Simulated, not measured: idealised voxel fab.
Title: Process Module voxel gate over fins
The cross-section on display is named cut; it measures 285 nm wide, and its cells are 5 nm squares.
For the purposes of this document, a cross-section shall be understood as a grid of square cells, specified as bands listed in top-to-bottom order, each band consisting of one or more rows of cells. Per band: top height and bottom height in nm, followed by the left-to-right materials and their widths in nm; "full width" marks a single material spanning edge to edge, "air" marks empty space. Counting heights begins at 0, where everything beneath is, in the wafer as received, one material. The lowest band has no bottom; it goes on downwards, as "top 0, no bottom" shows. You'd read "30 to 40" like this: the band's top row of cells is as wide as the first number, its bottom row is as wide as the second, and going down, every row changes width by the same amount as the row before did. Any step labelled "remains unaltered" changed none of the cells in the cross-section. The entry titled "Sealed void inventory" provides the empty spaces that have no open way to the top, restricted to those of 8 cells or more. Each is presented as width x height at distance, the distance being measured from the left edge, with all three in nm. Text after the settings on a step's line: the simulator's own remark on that step. overlay nm: mask right of planned place by this much (step with mask). Neg. = left.
Intended process steps:
1 RECEIVE: material Si
2 CONFORMAL_DEP: material SiN, thk nm 10
3 PATTERN: tone cover, mask id FINS, material resist, width nm 15, pitch nm 40, thk nm 15, overlay nm 0
4 DIRECTIONAL_ETCH: etch materials SiN, depth nm 10
5 DIRECTIONAL_ETCH: etch materials Si, depth nm 30
6 STRIP: etch materials resist
7 FILL_DEP: material SiO2, thk nm 5
8 CMP: height nm 10
9 SELECTIVE_ETCH: etch materials SiO2, depth nm 25
10 STRIP: etch materials SiN
11 CONFORMAL_DEP: material HfO2, thk nm 5
12 CONFORMAL_DEP: material TiN, thk nm 5
13 FILL_DEP: material W, thk nm 10
14 CMP: height nm 15
15 CONFORMAL_DEP: material SiCN, thk nm 10
On the first of the two wafers: run conducted according to plan:
Cross-sectional view of the wafer in its as-received condition, corresponding to the state after step 1:
> top 0, no bottom: Si full width
> Sealed void inventory: none
State of the wafer after step 2, shown in cross-section:
> top 10, bottom 0: SiN full width
> For the remainder of the cross-section, below 0, there is no change.
State of the wafer after step 3, shown in cross-section:
> top 25, bottom 10: air 115 nm  resist 15 nm  air 25 nm  resist 15 nm  air 115 nm
> For the remainder of the cross-section, below 10, there is no change.
State of the wafer after step 4, shown in cross-section:
> top 25, bottom 10: air 115 nm  resist 15 nm  air 25 nm  resist 15 nm  air 115 nm
> top 10, bottom 0: air 115 nm  SiN 15 nm  air 25 nm  SiN 15 nm  air 115 nm
> For the remainder of the cross-section, below 0, there is no change.
State of the wafer after step 5, shown in cross-section:
> top 25, bottom 10: air 115 nm  resist 15 nm  air 25 nm  resist 15 nm  air 115 nm
> top 10, bottom 0: air 115 nm  SiN 15 nm  air 25 nm  SiN 15 nm  air 115 nm
> top 0, bottom -30: air 115 nm  Si 15 nm  air 25 nm  Si 15 nm  air 115 nm
> For the remainder of the cross-section, below -30, there is no change.
State of the wafer after step 6, shown in cross-section:
> top 10, bottom 0: air 115 nm  SiN 15 nm  air 25 nm  SiN 15 nm  air 115 nm
> For the remainder of the cross-section, below 0, there is no change.
State of the wafer after step 7, shown in cross-section:
> top 15, bottom 10: SiO2 full width
> top 10, bottom 0: SiO2 115 nm  SiN 15 nm  SiO2 25 nm  SiN 15 nm  SiO2 115 nm
> top 0, bottom -30: SiO2 115 nm  Si 15 nm  SiO2 25 nm  Si 15 nm  SiO2 115 nm
> For the remainder of the cross-section, below -30, there is no change.
State of the wafer after step 8, shown in cross-section:
> top 10, bottom 0: SiO2 115 nm  SiN 15 nm  SiO2 25 nm  SiN 15 nm  SiO2 115 nm
> For the remainder of the cross-section, below 0, there is no change.
State of the wafer after step 9, shown in cross-section:
> top 10, bottom 0: air 115 nm  SiN 15 nm  air 25 nm  SiN 15 nm  air 115 nm
> top 0, bottom -15: air 115 nm  Si 15 nm  air 25 nm  Si 15 nm  air 115 nm
> For the remainder of the cross-section, below -15, there is no change.
State of the wafer after step 10, shown in cross-section:
> top 0, bottom -15: air 115 nm  Si 15 nm  air 25 nm  Si 15 nm  air 115 nm
> For the remainder of the cross-section, below -15, there is no change.
State of the wafer after step 11, shown in cross-section:
> top 5, bottom 0: air 110 nm  HfO2 25 nm  air 15 nm  HfO2 25 nm  air 110 nm
> top 0, bottom -10: air 110 nm  HfO2 5 nm  Si 15 nm  HfO2 5 nm  air 15 nm  HfO2 5 nm  Si 15 nm  HfO2 5 nm  air 110 nm
> top -10, bottom -15: HfO2 115 nm  Si 15 nm  HfO2 25 nm  Si 15 nm  HfO2 115 nm
> For the remainder of the cross-section, below -15, there is no change.
State of the wafer after step 12, shown in cross-section:
> top 10, bottom 5: air 105 nm  TiN 35 nm  air 5 nm  TiN 35 nm  air 105 nm
> top 5, bottom 0: air 105 nm  TiN 5 nm  HfO2 25 nm  TiN 5 nm  air 5 nm  TiN 5 nm  HfO2 25 nm  TiN 5 nm  air 105 nm
> top 0, bottom -5: air 105 nm  TiN 5 nm  HfO2 5 nm  Si 15 nm  HfO2 5 nm  TiN 5 nm  air 5 nm  TiN 5 nm  HfO2 5 nm  Si 15 nm  HfO2 5 nm  TiN 5 nm  air 105 nm
> top -5, bottom -10: TiN 110 nm  HfO2 5 nm  Si 15 nm  HfO2 5 nm  TiN 15 nm  HfO2 5 nm  Si 15 nm  HfO2 5 nm  TiN 110 nm
> For the remainder of the cross-section, below -10, there is no change.
State of the wafer after step 13, shown in cross-section:
> top 20, bottom 10: W full width
> top 10, bottom 5: W 105 nm  TiN 35 nm  W 5 nm  TiN 35 nm  W 105 nm
> top 5, bottom 0: W 105 nm  TiN 5 nm  HfO2 25 nm  TiN 5 nm  W 5 nm  TiN 5 nm  HfO2 25 nm  TiN 5 nm  W 105 nm
> top 0, bottom -5: W 105 nm  TiN 5 nm  HfO2 5 nm  Si 15 nm  HfO2 5 nm  TiN 5 nm  W 5 nm  TiN 5 nm  HfO2 5 nm  Si 15 nm  HfO2 5 nm  TiN 5 nm  W 105 nm
> For the remainder of the cross-section, below -5, there is no change.
State of the wafer after step 14, shown in cross-section:
> top 15, bottom 10: W full width
> For the remainder of the cross-section, below 10, there is no change.
State of the wafer after step 15, shown in cross-section:
> top 25, bottom 15: SiCN full width
> For the remainder of the cross-section, below 15, there is no change.
Wafer two. Identical start, identical plan. One mistake in execution. Identical history through step 8:
Second wafer shown in cross-section at the time step 9 was slated to end:
> top 10, bottom 0: air 115 nm  SiN 15 nm  air 25 nm  SiN 15 nm  air 115 nm
> top 0, bottom -5: air 115 nm  Si 15 nm  air 25 nm  Si 15 nm  air 115 nm
> For the remainder of the cross-section, below -5, there is no change.
Second wafer shown in cross-section at the time step 10 was slated to end:
> top 0, bottom -5: air 115 nm  Si 15 nm  air 25 nm  Si 15 nm  air 115 nm
> For the remainder of the cross-section, below -5, there is no change.
Second wafer shown in cross-section at the time step 11 was slated to end:
> top 5, bottom 0: air 110 nm  HfO2 25 nm  air 15 nm  HfO2 25 nm  air 110 nm
> top 0, bottom -5: HfO2 115 nm  Si 15 nm  HfO2 25 nm  Si 15 nm  HfO2 115 nm
> For the remainder of the cross-section, below -5, there is no change.
Second wafer shown in cross-section at the time step 12 was slated to end:
> top 10, bottom 5: air 105 nm  TiN 35 nm  air 5 nm  TiN 35 nm  air 105 nm
> top 5, bottom 0: TiN 110 nm  HfO2 25 nm  TiN 15 nm  HfO2 25 nm  TiN 110 nm
> For the remainder of the cross-section, below 0, there is no change.
Second wafer shown in cross-section at the time step 13 was slated to end:
> top 20, bottom 10: W full width
> top 10, bottom 5: W 105 nm  TiN 35 nm  W 5 nm  TiN 35 nm  W 105 nm
> For the remainder of the cross-section, below 5, there is no change.
Second wafer shown in cross-section at the time step 14 was slated to end:
> top 15, bottom 10: W full width
> For the remainder of the cross-section, below 10, there is no change.
Second wafer shown in cross-section at the time step 15 was slated to end:
> top 25, bottom 15: SiCN full width
> For the remainder of the cross-section, below 15, there is no change.
What was done differently from what was planned? step 9: run off-plan, actual operation and settings SELECTIVE_ETCH: etch materials SiO2, depth nm 15
Wrapping up, a cell-based count of both wafers puts the second over or under the first for these materials: HfO2 -8, SiO2 +102, TiN -8, W -86
